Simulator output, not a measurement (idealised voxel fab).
process module | voxel self aligned contacts
cross-section cut | 295 nm wide | cells 5 nm
A cross-section is a grid of square cells, given in bands from the top down. A band is one or more rows of cells.
Each band's line starts with the height of the band's top and of its bottom, in nm. Then come its materials from left to right, each with its width in nm. One material with "throughout" fills the band from edge to edge. "air" is empty space.
Height 0 is the level under which the wafer as received is all one material. The lowest band goes on downwards, as in "0 down".
A width such as "30 to 40" changes by the same amount from each row of cells to the next, from the band's top row to its bottom row.
"no change" after a step means that no cell of the cross-section changed.
closed voids: empty space of 8 cells or more with no open way to the top, each as width x height at its distance from the left edge, in nm
after a step's settings: what the simulator itself notes on the step
overlay nm, on a step with a mask: how far to the right of its planned place the mask lay; to the left if negative
plan
1 op RECEIVE | material Si
2 op CONFORMAL_DEP | material SiO2 | thk nm 5
3 op DIRECTIONAL_DEP | material polySi | thk nm 20
4 op DIRECTIONAL_DEP | material SiN | thk nm 25
5 op DIRECTIONAL_DEP | material aC | thk nm 15
6 op PATTERN | tone cover | mask id GATE | material resist | width nm 15 | pitch nm 65 | thk nm 30 | overlay nm 0
7 op DIRECTIONAL_ETCH | etch materials aC | depth nm 15
8 op STRIP | etch materials resist
9 op DIRECTIONAL_ETCH | etch materials SiN | depth nm 25
10 op DIRECTIONAL_ETCH | etch materials polySi | depth nm 20
11 op STRIP | etch materials aC
12 op CONFORMAL_DEP | material SiN | thk nm 10
13 op DIRECTIONAL_ETCH | etch materials SiN | depth nm 10
14 op FILL_DEP | material SiO2 | thk nm 15
15 op CMP | height nm 60
16 op DIRECTIONAL_DEP | material aC | thk nm 10
17 op PATTERN | tone open | mask id CONTACT | material resist | width nm 50 | pitch nm 65 | thk nm 25 | overlay nm 0
18 op DIRECTIONAL_ETCH | etch materials aC | depth nm 10
19 op STRIP | etch materials resist
20 op DIRECTIONAL_ETCH | etch materials SiO2 | depth nm 60
21 op STRIP | etch materials aC
22 op CONFORMAL_DEP | material TiN | thk nm 5
23 op FILL_DEP | material Ru | thk nm 10
24 op CMP | height nm 60
25 op CONFORMAL_DEP | material SiN | thk nm 5
varied across the wafers: width nm of step 6. The plan shows the first wafer's value. All wafers start alike
first wafer as received, after step 1
  0 down: Si throughout
  closed voids: none
first wafer at the end, after step 25
  65 to 60: SiN throughout
  60 to 50: SiO2 90 | TiN 5 to 15 | Ru 40 to 20 | TiN 5 to 15 | SiO2 15 | TiN 5 to 15 | Ru 40 to 20 | TiN 5 to 15 | SiO2 90
  50 to 25: SiO2 65 | SiN 35 | TiN 5 | Ru 20 | TiN 5 | SiN 35 | TiN 5 | Ru 20 | TiN 5 | SiN 35 | SiO2 65
  25 to 5: SiO2 65 | SiN 10 | polySi 15 | SiN 10 | TiN 5 | Ru 20 | TiN 5 | SiN 10 | polySi 15 | SiN 10 | TiN 5 | Ru 20 | TiN 5 | SiN 10 | polySi 15 | SiN 10 | SiO2 65
  5 to 0: SiO2 100 | TiN 30 | SiO2 35 | TiN 30 | SiO2 100
  0 down: Si throughout
  closed voids: none
last wafer at the end
  65 to 60: SiN throughout
  60 to 55: SiO2 90 | TiN 5 | Ru 40 | TiN 5 | SiO2 15 | TiN 5 | Ru 40 | TiN 5 | SiO2 90
  55 to 50: SiO2 90 | TiN 50 | SiO2 15 | TiN 50 | SiO2 90
  50 to 25: SiO2 55 | SiN 60 | TiN 5 | SiN 60 | TiN 5 | SiN 60 | SiO2 50
  25 to 5: SiO2 55 | SiN 10 | polySi 40 | SiN 10 | TiN 5 | SiN 10 | polySi 40 | SiN 10 | TiN 5 | SiN 10 | polySi 40 | SiN 10 | SiO2 50
  5 to 0: SiO2 115 | TiN 5 | SiO2 60 | TiN 5 | SiO2 110
  0 down: Si throughout
  closed voids: none
each wafer at the end: cells of each material gained (+) or lost (-) since it was received, then its closed voids
width nm 15 | +96 Ru | +212 SiN | +359 SiO2 | +64 TiN | +36 polySi | closed voids: none
width nm 20 | +76 Ru | +227 SiN | +352 SiO2 | +64 TiN | +48 polySi | closed voids: none
width nm 25 | +56 Ru | +242 SiN | +345 SiO2 | +64 TiN | +60 polySi | closed voids: none
width nm 30 | +36 Ru | +257 SiN | +338 SiO2 | +64 TiN | +72 polySi | closed voids: none
width nm 35 | +16 Ru | +272 SiN | +331 SiO2 | +64 TiN | +84 polySi | closed voids: none
width nm 40 | +16 Ru | +287 SiN | +324 SiO2 | +44 TiN | +96 polySi | closed voids: none
